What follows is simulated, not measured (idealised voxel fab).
voxel spacer lines: a process module
In the cross-section labelled cut, the width is 245 nm and each square cell is 5 nm.
A cross-section in this document is a grid of square cells, and it is written down as bands, the top band listed before the ones below it; a band is made up of one or more rows of cells. Quick guide to a band line: top height, bottom height (nm) up front; then every material left to right with its width in nm. Only one material and it's marked "edge to edge"? Then it fills the band edge to edge. And "air" just means empty space. Counting heights begins at 0, where everything beneath is, in the wafer as received, one material. The lowest band has no bottom; it goes on downwards, as "top 0, no bottom" shows. You'd read "30 to 40" like this: the band's top row of cells is as wide as the first number, its bottom row is as wide as the second, and going down, every row changes width by the same amount as the row before did. "same as before" means the step left every cell of the cross-section as it was. Empty spaces counting at least 8 cells and having no open way to the top are listed in "Catalogued sealed voids". The notation width x height at distance is used for each, the distance being from the left edge and all three values in nm. after a step's settings: what the simulator itself notes on the step. On any step carrying a mask, the "overlay nm" setting, if present on the step's line, tells how far right of its planned place the mask lay; negative values point to the left.

### Process steps (planned)
1,RECEIVE, material Si
2,CONFORMAL_DEP, material Al2O3, thk nm 5
3,DIRECTIONAL_DEP, material TiN, thk nm 10
4,DIRECTIONAL_DEP, material aC, thk nm 25
5,PATTERN, tone cover, mask id MANDREL, material resist, width nm 20, pitch nm 60, thk nm 30, overlay nm 0
6,DIRECTIONAL_ETCH, etch materials aC, depth nm 25
7,STRIP, etch materials resist
8,CONFORMAL_DEP, material SiO2, thk nm 10
9,DIRECTIONAL_ETCH, etch materials SiO2, depth nm 10
10,STRIP, etch materials aC
11,DIRECTIONAL_ETCH, etch materials TiN, depth nm 10
12,STRIP, etch materials SiO2
13,FILL_DEP, material lowk, thk nm 5
14,CMP, height nm 15

### First of two wafers, processed according to plan

### Received-state cross-section, reflecting completion of step 1
* top 0, no bottom = Si edge to edge
* Catalogued sealed voids: none

### The wafer in cross-section once step 2 is complete
* top 5, bottom 0 = Al2O3 edge to edge
* Under 0: no change, same as before.

### The wafer in cross-section once step 3 is complete
* top 15, bottom 5 = TiN edge to edge
* Under 5: no change, same as before.

### The wafer in cross-section once step 4 is complete
* top 40, bottom 15 = aC edge to edge
* Under 15: no change, same as before.

### The wafer in cross-section once step 5 is complete
* top 70, bottom 40 = air 80 | resist 20 | air 40 | resist 20 | air 85
* Under 40: no change, same as before.

### The wafer in cross-section once step 6 is complete
* top 45, bottom 40 = air 80 | resist 20 | air 40 | resist 20 | air 85
* top 40, bottom 15 = air 80 | aC 20 | air 40 | aC 20 | air 85
* Under 15: no change, same as before.

### The wafer in cross-section once step 7 is complete
* top 40, bottom 15 = air 80 | aC 20 | air 40 | aC 20 | air 85
* Under 15: no change, same as before.

### The wafer in cross-section once step 8 is complete
* top 50, bottom 40 = air 70 | SiO2 40 | air 20 | SiO2 40 | air 75
* top 40, bottom 25 = air 70 | SiO2 10 | aC 20 | SiO2 10 | air 20 | SiO2 10 | aC 20 | SiO2 10 | air 75
* top 25, bottom 15 = SiO2 80 | aC 20 | SiO2 40 | aC 20 | SiO2 85
* Under 15: no change, same as before.

### The wafer in cross-section once step 9 is complete
* top 40, bottom 15 = air 70 | SiO2 10 | aC 20 | SiO2 10 | air 20 | SiO2 10 | aC 20 | SiO2 10 | air 75
* Under 15: no change, same as before.

### The wafer in cross-section once step 10 is complete
* top 40, bottom 15 = air 70 | SiO2 10 | air 20 | SiO2 10 | air 20 | SiO2 10 | air 20 | SiO2 10 | air 75
* Under 15: no change, same as before.

### The wafer in cross-section once step 11 is complete
* top 40, bottom 15 = air 70 | SiO2 10 | air 20 | SiO2 10 | air 20 | SiO2 10 | air 20 | SiO2 10 | air 75
* top 15, bottom 5 = air 70 | TiN 10 | air 20 | TiN 10 | air 20 | TiN 10 | air 20 | TiN 10 | air 75
* Under 5: no change, same as before.

### The wafer in cross-section once step 12 is complete
* top 15, bottom 5 = air 70 | TiN 10 | air 20 | TiN 10 | air 20 | TiN 10 | air 20 | TiN 10 | air 75
* Under 5: no change, same as before.

### The wafer in cross-section once step 13 is complete
* top 20, bottom 15 = lowk edge to edge
* top 15, bottom 5 = lowk 70 | TiN 10 | lowk 20 | TiN 10 | lowk 20 | TiN 10 | lowk 20 | TiN 10 | lowk 75
* Under 5: no change, same as before.

### The wafer in cross-section once step 14 is complete
* top 15, bottom 5 = lowk 70 | TiN 10 | lowk 20 | TiN 10 | lowk 20 | TiN 10 | lowk 20 | TiN 10 | lowk 75
* Under 5: no change, same as before.

### Second wafer: same start and same plan as the first, one execution error; identical to the first through step 5

### Cross-sectional view of the second wafer at the intended end time of process step 6
* top 20, bottom 15 = air 80 | aC 20 | air 40 | aC 20 | air 85
* Under 15: no change, same as before.

Cross-sectional view of the second wafer at the intended end time of process step 7: same as before

### Cross-sectional view of the second wafer at the intended end time of process step 8
* top 30, bottom 25 = air 70 | SiO2 40 | air 20 | SiO2 40 | air 75
* top 25, bottom 20 = SiO2 edge to edge
* top 20, bottom 15 = SiO2 80 | aC 20 | SiO2 40 | aC 20 | SiO2 85
* Under 15: no change, same as before.

### Cross-sectional view of the second wafer at the intended end time of process step 9
* top 20, bottom 15 = air 70 | SiO2 10 | aC 20 | SiO2 10 | air 20 | SiO2 10 | aC 20 | SiO2 10 | air 75
* Under 15: no change, same as before.

### Cross-sectional view of the second wafer at the intended end time of process step 10
* top 20, bottom 15 = air 70 | SiO2 10 | air 20 | SiO2 10 | air 20 | SiO2 10 | air 20 | SiO2 10 | air 75
* Under 15: no change, same as before.

### Cross-sectional view of the second wafer at the intended end time of process step 11
* top 20, bottom 15 = air 70 | SiO2 10 | air 20 | SiO2 10 | air 20 | SiO2 10 | air 20 | SiO2 10 | air 75
* top 15, bottom 5 = air 70 | TiN 10 | air 20 | TiN 10 | air 20 | TiN 10 | air 20 | TiN 10 | air 75
* Under 5: no change, same as before.

### Cross-sectional view of the second wafer at the intended end time of process step 12
* top 15, bottom 5 = air 70 | TiN 10 | air 20 | TiN 10 | air 20 | TiN 10 | air 20 | TiN 10 | air 75
* Under 5: no change, same as before.

### Cross-sectional view of the second wafer at the intended end time of process step 13
* top 20, bottom 15 = lowk edge to edge
* top 15, bottom 5 = lowk 70 | TiN 10 | lowk 20 | TiN 10 | lowk 20 | TiN 10 | lowk 20 | TiN 10 | lowk 75
* Under 5: no change, same as before.

### Cross-sectional view of the second wafer at the intended end time of process step 14
* top 15, bottom 5 = lowk 70 | TiN 10 | lowk 20 | TiN 10 | lowk 20 | TiN 10 | lowk 20 | TiN 10 | lowk 75
* Under 5: no change, same as before.
The plan and the run diverged here: step 6 of the plan was twice carried out
If you compare the two wafers at the end, their cross-sections are the same, so as far as this model is concerned the mistake changes nothing.
